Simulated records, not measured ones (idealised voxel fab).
The following process module bears the name voxel transistor to metal.
We display cut, a cross-section 275 nm in width whose square cells are each 5 nm.
For the purposes of this document, a cross-section shall be understood as a grid of square cells, specified as bands listed in top-to-bottom order, each band consisting of one or more rows of cells. Basically the band line says how high the top is and how high the bottom is, in nm, and then what's in it from left to right, every material with its width in nm. Empty space shows up as "air", and if a single material carries "edge to edge" it runs the full band edge to edge. Height 0 is the level under which the wafer as received is all one material. The lowest band goes on downwards, as in "top 0, no bottom". A two-number width, for instance "30->40", indicates that the width is equal to the first number in the top row of the band and to the second number in the bottom row, and that it changes by a constant amount per row of cells. You'll sometimes find "nothing was modified" written for a step, and that's the way of saying that nowhere in the cross-section did a cell change during that step. In the "Voids, sealed" entry, you get each enclosed empty space of 8 cells or more, one with no open way to the top, written width x height at distance, distance from the left edge, in nm. On each step's line, the part that comes after the settings is the simulator's own comment on the step. The optional step-line setting "overlay nm" applies to steps with a mask and quantifies how far to the right of its planned location the mask lay, a negative value indicating leftward placement.
The steps planned for the process are as follows:
step 1: RECEIVE [material Si]
step 2: OXIDIZE [depth nm 5]
step 3: CONFORMAL_DEP [material SiN] [thk nm 15]
step 4: PATTERN [tone cover] [mask id ACTIVE] [material resist] [width nm 100] [pitch nm 125] [thk nm 15] [overlay nm 0]
step 5: DIRECTIONAL_ETCH [etch materials SiN] [depth nm 15]
step 6: DIRECTIONAL_ETCH [etch materials SiO2] [depth nm 5]
step 7: DIRECTIONAL_ETCH [etch materials Si] [depth nm 35]
step 8: STRIP [etch materials resist]
step 9: FILL_DEP [material SiO2] [thk nm 10]
step 10: CMP [height nm 15]
step 11: SELECTIVE_ETCH [etch materials SiO2] [depth nm 10]
step 12: STRIP [etch materials SiN]
step 13: SELECTIVE_ETCH [etch materials SiO2] [depth nm 5]
step 14: OXIDIZE [depth nm 5]
step 15: DIRECTIONAL_DEP [material polySi] [thk nm 30]
step 16: DIRECTIONAL_DEP [material SiCN] [thk nm 10]
step 17: PATTERN [tone cover] [mask id GATE] [material resist] [width nm 20] [pitch nm 125] [thk nm 15] [overlay nm 0]
step 18: DIRECTIONAL_ETCH [etch materials SiCN] [depth nm 20]
step 19: DIRECTIONAL_ETCH [etch materials polySi] [depth nm 40]
step 20: STRIP [etch materials resist]
step 21: CONFORMAL_DEP [material SiO2] [thk nm 5]
step 22: DIRECTIONAL_ETCH [etch materials SiO2] [depth nm 5]
step 23: CONFORMAL_DEP [material SiN] [thk nm 10]
step 24: DIRECTIONAL_ETCH [etch materials SiN] [depth nm 10]
step 25: DIRECTIONAL_ETCH [etch materials SiO2] [depth nm 5]
step 26: EPI [material pSi] [thk nm 5]
step 27: FILL_DEP [material SiO2] [thk nm 5]
step 28: CMP [height nm 35]
step 29: DIRECTIONAL_DEP [material SiO2] [thk nm 15]
step 30: PATTERN [tone open] [mask id CONTACT] [material resist] [width nm 15] [thk nm 20] [overlay nm 0]
step 31: DIRECTIONAL_ETCH [etch materials SiO2] [depth nm 55]
step 32: STRIP [etch materials resist]
step 33: CONFORMAL_DEP [material TiN] [thk nm 5]
step 34: FILL_DEP [material Ru] [thk nm 10]
step 35: CMP [height nm 50]
step 36: CONFORMAL_DEP [material SiN] [thk nm 5]
step 37: DIRECTIONAL_DEP [material SiO2] [thk nm 15]
step 38: MASKED_ETCH [tone open] [mask id METAL_1] [width nm 15] [etch materials SiO2] [depth nm 15] [overlay nm 0]
step 39: MASKED_ETCH [tone open] [mask id METAL_1] [width nm 15] [etch materials SiN] [depth nm 5] [overlay nm 0]
step 40: CONFORMAL_DEP [material TiN] [thk nm 5]
step 41: FILL_DEP [material Cu] [thk nm 10]
step 42: CMP [height nm 70]
step 43: EPI [material Ru] [thk nm 5]
step 44: FILL_DEP [material SiCN] [thk nm 5]
step 45: DIRECTIONAL_DEP [material lowk] [thk nm 35]
step 46: DIRECTIONAL_DEP [material aC] [thk nm 15]
step 47: PATTERN [tone open] [mask id METAL_2] [material resist] [width nm 15] [pitch nm 125] [thk nm 35] [overlay nm 0]
step 48: DIRECTIONAL_ETCH [etch materials aC] [depth nm 15]
step 49: STRIP [etch materials resist]
step 50: DIRECTIONAL_ETCH [etch materials lowk] [depth nm 20]
step 51: STRIP [etch materials aC]
step 52: PATTERN [tone open] [mask id METAL_2_HOLES] [material resist] [width nm 15] [pitch nm 125] [thk nm 15] [overlay nm 0]
step 53: DIRECTIONAL_ETCH [etch materials lowk] [depth nm 15]
step 54: DIRECTIONAL_ETCH [etch materials SiCN] [depth nm 5]
step 55: STRIP [etch materials resist]
step 56: CONFORMAL_DEP [material TiN] [thk nm 5]
step 57: FILL_DEP [material Cu] [thk nm 5]
step 58: CMP [height nm 115]
step 59: CONFORMAL_DEP [material SiN] [thk nm 5]
Wafer as received: cross-section following step 1:
> top 0, no bottom  Si edge to edge
> Voids, sealed: none
The plan above was carried out on the starting structure above with one mistake, and this cross-section shows the wafer at the end of the module:
> top 120, bottom 115  SiN edge to edge
> top 115, bottom 80  lowk 30 nm, TiN 5 nm, Cu 5 nm, TiN 5 nm, lowk 110 nm, TiN 5 nm, Cu 5 nm, TiN 5 nm, lowk 105 nm
> top 80, bottom 75  SiCN 30 nm, TiN 15 nm, SiCN 110 nm, TiN 15 nm, SiCN 105 nm
> top 75, bottom 70  SiCN 25 nm, Ru 25 nm, SiCN 50 nm, Ru 25 nm, SiCN 25 nm, Ru 25 nm, SiCN 50 nm, Ru 25 nm, SiCN 25 nm
> top 70, bottom 55  SiO2 30 nm, TiN 5 nm, Cu 5 nm, TiN 5 nm, SiO2 60 nm, TiN 5 nm, Cu 5 nm, TiN 5 nm, SiO2 35 nm, TiN 5 nm, Cu 5 nm, TiN 5 nm, SiO2 60 nm, TiN 5 nm, Cu 5 nm, TiN 5 nm, SiO2 30 nm
> top 55, bottom 50  SiN 30 nm, TiN 15 nm, SiN 60 nm, TiN 15 nm, SiN 35 nm, TiN 15 nm, SiN 60 nm, TiN 15 nm, SiN 30 nm
> top 50, bottom 35  SiO2 30 nm, TiN 5 nm, Ru 5 nm, TiN 5 nm, SiO2 60 nm, TiN 5 nm, Ru 5 nm, TiN 5 nm, SiO2 35 nm, TiN 5 nm, Ru 5 nm, TiN 5 nm, SiO2 60 nm, TiN 5 nm, Ru 5 nm, TiN 5 nm, SiO2 30 nm
> top 35, bottom 25  SiO2 30 nm, TiN 5 nm, Ru 5 nm, TiN 5 nm, SiO2 5 nm, SiN 10 nm, SiO2 5 nm, SiCN 20 nm, SiO2 5 nm, SiN 10 nm, SiO2 5 nm, TiN 5 nm, Ru 5 nm, TiN 5 nm, SiO2 35 nm, TiN 5 nm, Ru 5 nm, TiN 5 nm, SiO2 5 nm, SiN 10 nm, SiO2 5 nm, SiCN 20 nm, SiO2 5 nm, SiN 10 nm, SiO2 5 nm, TiN 5 nm, Ru 5 nm, TiN 5 nm, SiO2 30 nm
> top 25, bottom 0  SiO2 30 nm, TiN 5 nm, Ru 5 nm, TiN 5 nm, SiO2 5 nm, SiN 10 nm, SiO2 5 nm, polySi 20 nm, SiO2 5 nm, SiN 10 nm, SiO2 5 nm, TiN 5 nm, Ru 5 nm, TiN 5 nm, SiO2 35 nm, TiN 5 nm, Ru 5 nm, TiN 5 nm, SiO2 5 nm, SiN 10 nm, SiO2 5 nm, polySi 20 nm, SiO2 5 nm, SiN 10 nm, SiO2 5 nm, TiN 5 nm, Ru 5 nm, TiN 5 nm, SiO2 30 nm
> top 0, bottom -5  SiO2 15 nm, SiN 10 nm, SiO2 5 nm, TiN 15 nm, SiO2 5 nm, SiN 10 nm, SiO2 5 nm, polySi 20 nm, SiO2 5 nm, SiN 10 nm, SiO2 5 nm, TiN 15 nm, SiO2 35 nm, TiN 15 nm, SiO2 5 nm, SiN 10 nm, SiO2 5 nm, polySi 20 nm, SiO2 5 nm, SiN 10 nm, SiO2 5 nm, TiN 15 nm, SiO2 5 nm, SiN 10 nm, SiO2 15 nm
> top -5, bottom -10  SiO2 15 nm, SiN 5 nm, SiO2 5 nm, pSi 25 nm, SiO2 50 nm, pSi 25 nm, SiO2 5 nm, SiN 15 nm, SiO2 5 nm, pSi 25 nm, SiO2 50 nm, pSi 25 nm, SiO2 5 nm, SiN 5 nm, SiO2 15 nm
> top -10, bottom -15  SiO2 15 nm, SiN 5 nm, SiO2 10 nm, Si 90 nm, SiO2 10 nm, SiN 15 nm, SiO2 10 nm, Si 90 nm, SiO2 10 nm, SiN 5 nm, SiO2 15 nm
> top -15, bottom -20  SiO2 30 nm, Si 90 nm, SiO2 35 nm, Si 90 nm, SiO2 30 nm
> top -20, bottom -40  SiO2 25 nm, Si 100 nm, SiO2 25 nm, Si 100 nm, SiO2 25 nm
> top -40, no bottom  Si edge to edge
> Voids, sealed: none
So what did we get wrong on this run? contrary to the plan, steps 11 and 12 were processed in exchanged order
